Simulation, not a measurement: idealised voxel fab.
process module | voxel capacitor over wiring
cross-section cut | 150 nm wide | cells 5 nm
A cross-section is a grid of square cells, given in bands from the top down. A band is one or more rows of cells.
Each band's line starts with the height of the band's top and of its bottom, in nm. Then come its materials from left to right, each with its width in nm. One material with "throughout" fills the band from edge to edge. "air" is empty space.
Height 0 is the level under which the wafer as received is all one material. The lowest band goes on downwards, as in "0 down".
A width such as "30 to 40" changes by the same amount from each row of cells to the next, from the band's top row to its bottom row.
"no change" after a step means that no cell of the cross-section changed.
closed voids: empty space of 8 cells or more with no open way to the top, each as width x height at its distance from the left edge, in nm
after a step's settings: what the simulator itself notes on the step
overlay nm, on a step with a mask: how far to the right of its planned place the mask lay; to the left if negative
plan
1 op RECEIVE | material Si
2 op CONFORMAL_DEP | material SiO2 | thk nm 15
3 op DIRECTIONAL_DEP | material TiN | thk nm 5
4 op DIRECTIONAL_DEP | material Ru | thk nm 15
5 op MASKED_ETCH | tone cover | mask id METAL_1 | width nm 20 | pitch nm 75 | etch materials Ru | depth nm 15 | overlay nm 0
6 op MASKED_ETCH | tone cover | mask id METAL_1 | width nm 20 | pitch nm 75 | etch materials TiN | depth nm 5 | overlay nm 0
7 op FILL_DEP | material lowk | thk nm 5
8 op CMP | height nm 35
9 op CONFORMAL_DEP | material SiCN | thk nm 5
10 op DIRECTIONAL_DEP | material SiO2 | thk nm 10
11 op DIRECTIONAL_DEP | material aC | thk nm 10
12 op PATTERN | tone open | mask id PLUG_1 | material resist | width nm 15 | thk nm 30 | overlay nm 0
13 op DIRECTIONAL_ETCH | etch materials aC | depth nm 10
14 op STRIP | etch materials resist
15 op DIRECTIONAL_ETCH | etch materials SiO2 | depth nm 10
16 op DIRECTIONAL_ETCH | etch materials SiCN | depth nm 5
17 op STRIP | etch materials aC
18 op EPI | material Ru | thk nm 10
19 op EPI | material Ru | thk nm 5
20 op DIRECTIONAL_DEP | material TiN | thk nm 10
21 op DIRECTIONAL_DEP | material Al2O3 | thk nm 5
22 op DIRECTIONAL_DEP | material TiN | thk nm 5
23 op DIRECTIONAL_DEP | material aC | thk nm 10
24 op PATTERN | tone cover | mask id UPPER_PLATE | material resist | width nm 60 | thk nm 25 | overlay nm 0
25 op DIRECTIONAL_ETCH | etch materials aC | depth nm 10
26 op STRIP | etch materials resist
27 op DIRECTIONAL_ETCH | etch materials TiN | depth nm 5
28 op DIRECTIONAL_ETCH | etch materials Al2O3 | depth nm 5
29 op STRIP | etch materials aC
30 op DIRECTIONAL_DEP | material aC | thk nm 15
31 op PATTERN | tone cover | mask id LOWER_PLATE | material resist | width nm 70 | thk nm 30 | overlay nm 0
32 op DIRECTIONAL_ETCH | etch materials aC | depth nm 15
33 op STRIP | etch materials resist
34 op DIRECTIONAL_ETCH | etch materials TiN | depth nm 10
35 op STRIP | etch materials aC
36 op FILL_DEP | material SiO2 | thk nm 20
37 op CMP | height nm 85
38 op MASKED_ETCH | tone open | mask id PLUG_2 | width nm 15 | etch materials SiO2 | depth nm 15 | overlay nm 0
39 op CONFORMAL_DEP | material TiN | thk nm 5
40 op FILL_DEP | material W | thk nm 10
41 op CMP | height nm 85
42 op CONFORMAL_DEP | material SiN | thk nm 5
as received, after step 1
  0 down: Si throughout
  closed voids: none
a wafer at the end: this start, this plan, one mistake
  90 to 85: SiN throughout
  85 to 75: SiO2 40 | TiN 5 | W 5 | TiN 5 | SiO2 95
  75 to 65: SiO2 40 to 30 | TiN 15 to 60 | SiO2 95 to 60
  65 to 55: SiO2 25 | TiN 70 | SiO2 55
  55 to 50: Al2O3 throughout
  50 to 40: SiO2 30 | Ru 15 | SiO2 105
  40 to 35: SiCN 30 | Ru 15 | SiCN 105
  35 to 20: lowk 25 | Ru 20 | lowk 55 | Ru 20 | lowk 30
  20 to 15: lowk 25 | TiN 20 | lowk 55 | TiN 20 | lowk 30
  15 to 0: SiO2 throughout
  0 down: Si throughout
  closed voids: none
what went wrong: steps 20 and 21 were swapped
